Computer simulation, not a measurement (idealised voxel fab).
process module | voxel transistor to metal
cross-section cut | 280 nm wide | cells 5 nm
A cross-section is a grid of square cells, given in bands from the top down. A band is one or more rows of cells.
Each band's line starts with the height of the band's top and of its bottom, in nm. Then come its materials from left to right, each with its width in nm. One material with "throughout" fills the band from edge to edge. "air" is empty space.
Height 0 is the level under which the wafer as received is all one material. The lowest band goes on downwards, as in "0 down".
A width such as "30 to 40" changes by the same amount from each row of cells to the next, from the band's top row to its bottom row.
"no change" after a step means that no cell of the cross-section changed.
closed voids: empty space of 8 cells or more with no open way to the top, each as width x height at its distance from the left edge, in nm
after a step's settings: what the simulator itself notes on the step
overlay nm, on a step with a mask: how far to the right of its planned place the mask lay; to the left if negative
plan
1 op RECEIVE | material Si
2 op OXIDIZE | depth nm 5
3 op CONFORMAL_DEP | material SiN | thk nm 10
4 op MASKED_ETCH | tone cover | mask id ACTIVE | width nm 105 | pitch nm 125 | etch materials SiN | depth nm 10 | overlay nm 0
5 op MASKED_ETCH | tone cover | mask id ACTIVE | width nm 105 | pitch nm 125 | etch materials SiO2 | depth nm 5 | overlay nm 0
6 op MASKED_ETCH | tone cover | mask id ACTIVE | width nm 105 | pitch nm 125 | etch materials Si | depth nm 35 | overlay nm 0
7 op FILL_DEP | material SiO2 | thk nm 5
8 op CMP | height nm 10
9 op SELECTIVE_ETCH | etch materials SiO2 | depth nm 10
10 op STRIP | etch materials SiN
11 op SELECTIVE_ETCH | etch materials SiO2 | depth nm 5
12 op OXIDIZE | depth nm 5
13 op DIRECTIONAL_DEP | material polySi | thk nm 20
14 op DIRECTIONAL_DEP | material SiCN | thk nm 15
15 op PATTERN | tone cover | mask id GATE | material resist | width nm 25 | pitch nm 125 | thk nm 15 | overlay nm 0
16 op DIRECTIONAL_ETCH | etch materials SiCN | depth nm 25
17 op DIRECTIONAL_ETCH | etch materials polySi | depth nm 30
18 op STRIP | etch materials resist
19 op CONFORMAL_DEP | material SiO2 | thk nm 5
20 op DIRECTIONAL_ETCH | etch materials SiO2 | depth nm 5
21 op CONFORMAL_DEP | material SiN | thk nm 5
22 op DIRECTIONAL_ETCH | etch materials SiN | depth nm 5
23 op DIRECTIONAL_ETCH | etch materials SiO2 | depth nm 5
24 op DIRECTIONAL_ETCH | etch materials Si | depth nm 10
25 op EPI | material SiGe | thk nm 10
26 op FILL_DEP | material SiO2 | thk nm 5
27 op CMP | height nm 30
28 op DIRECTIONAL_DEP | material SiO2 | thk nm 10
29 op MASKED_ETCH | tone open | mask id CONTACT | width nm 20 | etch materials SiO2 | depth nm 50 | overlay nm 0
30 op CONFORMAL_DEP | material TiN | thk nm 5
31 op FILL_DEP | material W | thk nm 5
32 op CMP | height nm 40
33 op CONFORMAL_DEP | material SiN | thk nm 5
34 op DIRECTIONAL_DEP | material lowk | thk nm 15
35 op PATTERN | tone open | mask id METAL_1 | material resist | width nm 20 | thk nm 15 | overlay nm 0
36 op DIRECTIONAL_ETCH | etch materials lowk | depth nm 15
37 op DIRECTIONAL_ETCH | etch materials SiN | depth nm 5
38 op STRIP | etch materials resist
39 op CONFORMAL_DEP | material TiN | thk nm 5
40 op FILL_DEP | material Cu | thk nm 5
41 op CMP | height nm 60
42 op CONFORMAL_DEP | material SiCN | thk nm 5
43 op DIRECTIONAL_DEP | material SiO2 | thk nm 30
44 op MASKED_ETCH | tone open | mask id METAL_2_HOLES | width nm 15 | pitch nm 125 | etch materials SiO2 | depth nm 30 | overlay nm 0
45 op MASKED_ETCH | tone open | mask id METAL_2 | width nm 20 | pitch nm 125 | etch materials SiO2 | depth nm 15 | overlay nm 0
46 op MASKED_ETCH | tone open | mask id METAL_2 | width nm 20 | pitch nm 125 | etch materials SiCN | depth nm 5 | overlay nm 0
47 op CONFORMAL_DEP | material TiN | thk nm 5
48 op FILL_DEP | material Cu | thk nm 5
49 op CMP | height nm 85
50 op CONFORMAL_DEP | material SiCN | thk nm 5
varied across the wafers: height nm of step 49. The plan shows the first wafer's value. All wafers start alike
first wafer as received, after step 1
  0 down: Si throughout
  closed voids: none
each wafer at the end: cells of each material gained (+) or lost (-) since it was received, then its closed voids
height nm 85 | +32 Cu | -244 Si | +136 SiCN | +64 SiGe | +68 SiN | +576 SiO2 | +152 TiN | +64 W | +120 lowk | +40 polySi | closed voids: none
height nm 90 | +36 Cu | -244 Si | +136 SiCN | +64 SiGe | +68 SiN | +624 SiO2 | +156 TiN | +64 W | +120 lowk | +40 polySi | closed voids: none
height nm 95 | +40 Cu | -244 Si | +136 SiCN | +64 SiGe | +68 SiN | +672 SiO2 | +160 TiN | +64 W | +120 lowk | +40 polySi | closed voids: none
height nm 100 | +44 Cu | -244 Si | +136 SiCN | +64 SiGe | +68 SiN | +672 SiO2 | +212 TiN | +64 W | +120 lowk | +40 polySi | closed voids: none
height nm 105 | +100 Cu | -244 Si | +136 SiCN | +64 SiGe | +68 SiN | +672 SiO2 | +212 TiN | +64 W | +120 lowk | +40 polySi | closed voids: none
